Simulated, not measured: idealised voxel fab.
The following process module bears the name voxel self aligned vias.
The cross-section on display is named cut; it measures 210 nm wide, and its cells are 5 nm squares.
A cross-section is written here as square cells arranged in a grid, and it is given in bands from the top down, each band taking up one or more rows of cells. A band entry consists of two parts. The first gives the height of the band's top and the height of its bottom, in nm. The rest lists the band's materials from left to right, each with its width in nm. A single material labelled with the word "throughout" fills the band from edge to edge, and the word "empty" marks empty space. The reference from which all heights are counted is 0, the level beneath which the as-received wafer is entirely one material; the lowest band, having no lower bound, proceeds downward and is written after the example "0..down". When a width is written as two numbers, as in "30..40", the first number is the width in the top row of cells of the band and the second is the width in its bottom row, and the width changes by the same amount from each row to the next. "all unchanged" (step): cross-section cells unchanged, all of them. Closed void entries: empty space of 8 cells or more with no open way to the top, each as width x height at its distance from the left edge, in nm. It should be noted that, on the line of a given step, the content following the step's settings is a remark produced by the simulator itself with respect to that step. overlay nm: how far to the right of its planned place the mask lay on this masked step (negative: to the left).
**These are the steps we planned for the process**
1: RECEIVE [material Si]
2: CONFORMAL_DEP [material SiO2] [thk nm 10]
3: CONFORMAL_DEP [material SiCN] [thk nm 5]
4: DIRECTIONAL_DEP [material SiO2] [thk nm 30]
5: MASKED_ETCH [tone open] [mask id LINES] [width nm 20] [pitch nm 60] [etch materials SiO2] [depth nm 30] [overlay nm 0]
6: CONFORMAL_DEP [material TiN] [thk nm 5]
7: FILL_DEP [material W] [thk nm 5]
8: CMP [height nm 45]
9: SELECTIVE_ETCH [etch materials W Ru TiN] [depth nm 5]
10: FILL_DEP [material SiN] [thk nm 10]
11: CMP [height nm 45]
12: DIRECTIONAL_DEP [material SiO2] [thk nm 15]
13: PATTERN [tone open] [mask id VIAS] [material resist] [width nm 30] [thk nm 20] [overlay nm 0]
14: DIRECTIONAL_ETCH [etch materials SiO2] [depth nm 15]
15: DIRECTIONAL_ETCH [etch materials SiN] [depth nm 5]
16: STRIP [etch materials resist]
17: CONFORMAL_DEP [material TiN] [thk nm 5]
18: FILL_DEP [material Ru] [thk nm 5]
19: CMP [height nm 60]
20: CONFORMAL_DEP [material SiN] [thk nm 5]
**Wafer cross-section on receipt, i.e. after step 1**
- 0..down  Si throughout
- Closed void entries: none
**Here's the cross-section of the first of our two wafers at the end of the module - it ran as planned**
- 65..60  SiN throughout
- 60..50  SiO2 60 nm / TiN 5 nm / Ru 20 nm / TiN 5 nm / SiO2 120 nm
- 50..45  SiO2 60 nm / TiN 10 nm / Ru 10 nm / TiN 10 nm / SiO2 120 nm
- 45..40  SiO2 65 nm / TiN 20 nm / SiO2 40 nm / SiN 20 nm / SiO2 65 nm
- 40..20  SiO2 65 nm / TiN 5 nm / W 10 nm / TiN 5 nm / SiO2 40 nm / TiN 5 nm / W 10 nm / TiN 5 nm / SiO2 65 nm
- 20..15  SiO2 65 nm / TiN 20 nm / SiO2 40 nm / TiN 20 nm / SiO2 65 nm
- 15..10  SiCN throughout
- 10..0  SiO2 throughout
- 0..down  Si throughout
- Closed void entries: none
**Second wafer through the module, sectioned at the end: same beginning and same plan as the first wafer, with one mistake in carrying it out**
- 65..60  SiN throughout
- 60..45  SiO2 60 nm / TiN 5 nm / Ru 20 nm / TiN 5 nm / SiO2 120 nm
- 45..40  SiO2 60 nm / TiN 30 nm / SiO2 35 nm / SiN 20 nm / SiO2 65 nm
- 40..30  SiO2 60 nm / TiN 10 nm / W 10 nm / TiN 10 nm / SiO2 35 nm / TiN 5 nm / W 10 nm / TiN 5 nm / SiO2 65 nm
- 30..20  SiO2 65 nm / TiN 5 nm / W 10 nm / TiN 5 nm / SiO2 40 nm / TiN 5 nm / W 10 nm / TiN 5 nm / SiO2 65 nm
- 20..15  SiO2 65 nm / TiN 20 nm / SiO2 40 nm / TiN 20 nm / SiO2 65 nm
- 15..10  SiCN throughout
- 10..0  SiO2 throughout
- 0..down  Si throughout
- Closed void entries: none
Finding, execution versus plan: step 14 of the plan saw execution twice
It is noted that, at the conclusion of processing, the second wafer exhibits a higher or lower cell count for certain materials relative to the first: 2 more of Ru; 6 fewer of SiO2; 4 more of TiN
